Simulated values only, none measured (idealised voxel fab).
The name of this process module is voxel local oxidation.
Pictured: cross-section cut, 265 nm wide, on a grid of 5 nm square cells.
For the purposes of this document, a cross-section shall be understood as a grid of square cells, specified as bands listed in top-to-bottom order, each band consisting of one or more rows of cells. Band entry format. Leading values: height of top, height of bottom, nm. Remainder: materials in left-to-right order, each with its width in nm. Special words: "full width" on a single material, which then fills the band edge to edge; "blank", empty space. Beneath 0, the wafer as received is one material, and that level is where height counting begins. The lowest band goes on downward without a bottom; it is written like "0 -> down". You'd read "30->40" like this: the band's top row of cells is as wide as the first number, its bottom row is as wide as the second, and going down, every row changes width by the same amount as the row before did. Basically "no modification" means that step didn't change any cell in the cross-section. Reported under the label "Trapped void list" are the empty spaces having no open way to the top and comprising 8 cells or more; the notation for each is width x height at distance, in which the distance is measured from the left edge and all three values are in nm. Read whatever lies past the settings on a step's line as the simulator's own remark about the step. Regarding "overlay nm": on a step with a mask, it is the distance the mask lay to the right of its planned place; a negative value places it to the left.
Below is the list of planned process steps
1) RECEIVE, material Si
2) OXIDIZE, depth nm 5
3) CONFORMAL_DEP, material SiN, thk nm 15
4) MASKED_ETCH, tone cover, mask id ACTIVE, width nm 100, etch materials SiN, depth nm 15, overlay nm 0
5) SELECTIVE_ETCH, etch materials SiO2, depth nm 5
6) OXIDIZE, depth nm 10
7) STRIP, etch materials SiN
Here's what the wafer looked like in cross-section when it arrived - that's after step 1
	0 -> down | Si full width
	Trapped void list: none
Cross-section, end of module. Start: as above. Plan: as above. Execution: one mistake
	-5 -> -15 | SiO2 full width
	-15 -> down | Si full width
	Trapped void list: none
What was done differently from what was planned? plan step 3: skipped, not run
